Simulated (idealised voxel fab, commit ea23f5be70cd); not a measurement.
Title: Process Module voxel self aligned contacts
Cross-section cut spans 220 nm and uses square cells 5 nm in size.
In what follows, cross-sections appear as grids of square cells, described through bands that run from the top down, where every band is one or more rows of cells. For a band, the entry starts with two heights in nm, that of the top and then that of the bottom, and carries on with the band's materials in order from left to right, each alongside its width in nm; the word "all across" beside a single material means it fills the band edge to edge, and "empty" means empty space. It should be noted that heights are counted from 0, beneath which the wafer as supplied is of one material throughout, and that the lowest band possesses no lower boundary but continues downward, as written in "from 0 down". Top row gets the first number, bottom row gets the second, and each row in between changes by the same step: that is how a band width like "30 to 40" works. Take "remains unaltered" at face value: in the step it is given for, the cross-section changed in none of its cells. Heads up: "Entrapped void list" only lists the empty pockets with no open path to the top that are 8 cells or more, and it writes them as width x height at distance, distance from the left edge, in nm. It should be noted that, on the line of a given step, the content following the step's settings is a remark produced by the simulator itself with respect to that step. overlay nm: right-of-plan distance of the mask on a masked step; negative values mean left-of-plan.

-- Process steps foreseen in the plan
- 1: RECEIVE with material Si
- 2: CONFORMAL_DEP with material SiO2, thk nm 5
- 3: DIRECTIONAL_DEP with material polySi, thk nm 25
- 4: DIRECTIONAL_DEP with material SiN, thk nm 25
- 5: DIRECTIONAL_DEP with material aC, thk nm 15
- 6: PATTERN with tone cover, mask id GATE, material resist, width nm 25, pitch nm 70, thk nm 30, overlay nm 0
- 7: DIRECTIONAL_ETCH with etch materials aC, depth nm 15
- 8: STRIP with etch materials resist
- 9: DIRECTIONAL_ETCH with etch materials SiN, depth nm 25
- 10: DIRECTIONAL_ETCH with etch materials polySi, depth nm 25
- 11: STRIP with etch materials aC
- 12: CONFORMAL_DEP with material SiN, thk nm 10
- 13: DIRECTIONAL_ETCH with etch materials SiN, depth nm 10
- 14: FILL_DEP with material SiO2, thk nm 20
- 15: CMP with height nm 65
- 16: PATTERN with tone open, mask id CONTACT, material resist, width nm 55, thk nm 20, overlay nm 0
- 17: DIRECTIONAL_ETCH with etch materials SiO2, depth nm 65
- 18: STRIP with etch materials resist
- 19: CONFORMAL_DEP with material TiN, thk nm 5
- 20: FILL_DEP with material W, thk nm 10
- 21: CMP with height nm 65
- 22: CONFORMAL_DEP with material SiN, thk nm 5

-- As-received state of the wafer in cross-section, equivalent to post-step 1
  from 0 down = Si all across
  Entrapped void list: none

-- Final cross-section, module run with one mistake (start and plan as above)
  from 70 to 65 = SiN all across
  from 65 to 55 = W: 75 to 45 / TiN: 5 to 35 / SiO2: 55 / TiN: 5 to 35 / W: 80 to 50
  from 55 to 30 = W: 45 / TiN: 5 / SiN: 45 / SiO2: 25 / SiN: 45 / TiN: 5 / W: 50
  from 30 to 5 = W: 45 / TiN: 5 / SiN: 10 / polySi: 25 / SiN: 10 / SiO2: 25 / SiN: 10 / polySi: 25 / SiN: 10 / TiN: 5 / W: 50
  from 5 to 0 = TiN: 50 / SiO2: 115 / TiN: 55
  from 0 down = Si all across
  Entrapped void list: none
The plan and the run diverged here: not per plan at step 16, really ran PATTERN with tone cover, mask id CONTACT, material resist, width nm 55, thk nm 20, overlay nm 0
